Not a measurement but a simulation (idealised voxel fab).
process module | voxel spacer lines
cross-section cut | 175 nm wide | cells 5 nm
A cross-section is a grid of square cells, given in bands from the top down. A band is one or more rows of cells.
Each band's line starts with the height of the band's top and of its bottom, in nm. Then come its materials from left to right, each with its width in nm. One material with "throughout" fills the band from edge to edge. "air" is empty space.
Height 0 is the level under which the wafer as received is all one material. The lowest band goes on downwards, as in "0 down".
A width such as "30 to 40" changes by the same amount from each row of cells to the next, from the band's top row to its bottom row.
"no change" after a step means that no cell of the cross-section changed.
closed voids: empty space of 8 cells or more with no open way to the top, each as width x height at its distance from the left edge, in nm
after a step's settings: what the simulator itself notes on the step
overlay nm, on a step with a mask: how far to the right of its planned place the mask lay; to the left if negative
plan
1 op RECEIVE | material Si
2 op CONFORMAL_DEP | material Al2O3 | thk nm 5
3 op DIRECTIONAL_DEP | material SiN | thk nm 15
4 op DIRECTIONAL_DEP | material aC | thk nm 25
5 op PATTERN | tone cover | mask id MANDREL | material resist | width nm 15 | pitch nm 50 | thk nm 30 | overlay nm 0
6 op DIRECTIONAL_ETCH | etch materials aC | depth nm 25
7 op STRIP | etch materials resist
8 op CONFORMAL_DEP | material SiO2 | thk nm 10
9 op DIRECTIONAL_ETCH | etch materials SiO2 | depth nm 10
10 op STRIP | etch materials aC
11 op DIRECTIONAL_ETCH | etch materials SiN | depth nm 15
12 op STRIP | etch materials SiO2
first wafer, as planned
as received, after step 1
  0 down: Si throughout
  closed voids: none
after step 2
  5 to 0: Al2O3 throughout
  below 0: unchanged
after step 3
  20 to 5: SiN throughout
  below 5: unchanged
after step 4
  45 to 20: aC throughout
  below 20: unchanged
after step 5
  75 to 45: air 30 | resist 15 | air 35 | resist 15 | air 35 | resist 15 | air 30
  below 45: unchanged
after step 6
  50 to 45: air 30 | resist 15 | air 35 | resist 15 | air 35 | resist 15 | air 30
  45 to 20: air 30 | aC 15 | air 35 | aC 15 | air 35 | aC 15 | air 30
  below 20: unchanged
after step 7
  45 to 20: air 30 | aC 15 | air 35 | aC 15 | air 35 | aC 15 | air 30
  below 20: unchanged
after step 8
  55 to 45: air 20 | SiO2 35 | air 15 | SiO2 35 | air 15 | SiO2 35 | air 20
  45 to 30: air 20 | SiO2 10 | aC 15 | SiO2 10 | air 15 | SiO2 10 | aC 15 | SiO2 10 | air 15 | SiO2 10 | aC 15 | SiO2 10 | air 20
  30 to 20: SiO2 30 | aC 15 | SiO2 35 | aC 15 | SiO2 35 | aC 15 | SiO2 30
  below 20: unchanged
after step 9
  45 to 20: air 20 | SiO2 10 | aC 15 | SiO2 10 | air 15 | SiO2 10 | aC 15 | SiO2 10 | air 15 | SiO2 10 | aC 15 | SiO2 10 | air 20
  below 20: unchanged
after step 10
  45 to 20: air 20 | SiO2 10 | air 15 | SiO2 10 | air 15 | SiO2 10 | air 15 | SiO2 10 | air 15 | SiO2 10 | air 15 | SiO2 10 | air 20
  below 20: unchanged
after step 11
  45 to 20: air 20 | SiO2 10 | air 15 | SiO2 10 | air 15 | SiO2 10 | air 15 | SiO2 10 | air 15 | SiO2 10 | air 15 | SiO2 10 | air 20
  20 to 5: air 20 | SiN 10 | air 15 | SiN 10 | air 15 | SiN 10 | air 15 | SiN 10 | air 15 | SiN 10 | air 15 | SiN 10 | air 20
  below 5: unchanged
after step 12
  20 to 5: air 20 | SiN 10 | air 15 | SiN 10 | air 15 | SiN 10 | air 15 | SiN 10 | air 15 | SiN 10 | air 15 | SiN 10 | air 20
  below 5: unchanged
second wafer: like start, like plan, one mistake. Through step 4 it matches the first wafer
when step 5 should have ended
  75 to 45: resist 30 | air 15 | resist 35 | air 15 | resist 35 | air 15 | resist 30
  below 45: unchanged
when step 6 should have ended
  50 to 45: resist 30 | air 15 | resist 35 | air 15 | resist 35 | air 15 | resist 30
  45 to 20: aC 30 | air 15 | aC 35 | air 15 | aC 35 | air 15 | aC 30
  below 20: unchanged
when step 7 should have ended
  45 to 20: aC 30 | air 15 | aC 35 | air 15 | aC 35 | air 15 | aC 30
  below 20: unchanged
when step 8 should have ended
  55 to 45: SiO2 throughout
  45 to 20: aC 30 | SiO2 15 | aC 35 | SiO2 15 | aC 35 | SiO2 15 | aC 30
  below 20: unchanged
when step 9 should have ended
  45 to 20: aC 30 | SiO2 15 | aC 35 | SiO2 15 | aC 35 | SiO2 15 | aC 30
  below 20: unchanged
when step 10 should have ended
  45 to 20: air 30 | SiO2 15 | air 35 | SiO2 15 | air 35 | SiO2 15 | air 30
  below 20: unchanged
when step 11 should have ended
  45 to 20: air 30 | SiO2 15 | air 35 | SiO2 15 | air 35 | SiO2 15 | air 30
  20 to 5: air 30 | SiN 15 | air 35 | SiN 15 | air 35 | SiN 15 | air 30
  below 5: unchanged
when step 12 should have ended
  20 to 5: air 30 | SiN 15 | air 35 | SiN 15 | air 35 | SiN 15 | air 30
  below 5: unchanged
what went wrong: step 5 ran as: op PATTERN | tone open | mask id MANDREL | material resist | width nm 15 | pitch nm 50 | thk nm 30 | overlay nm 0
at the end the second wafer has, in cells: 9 fewer of SiN
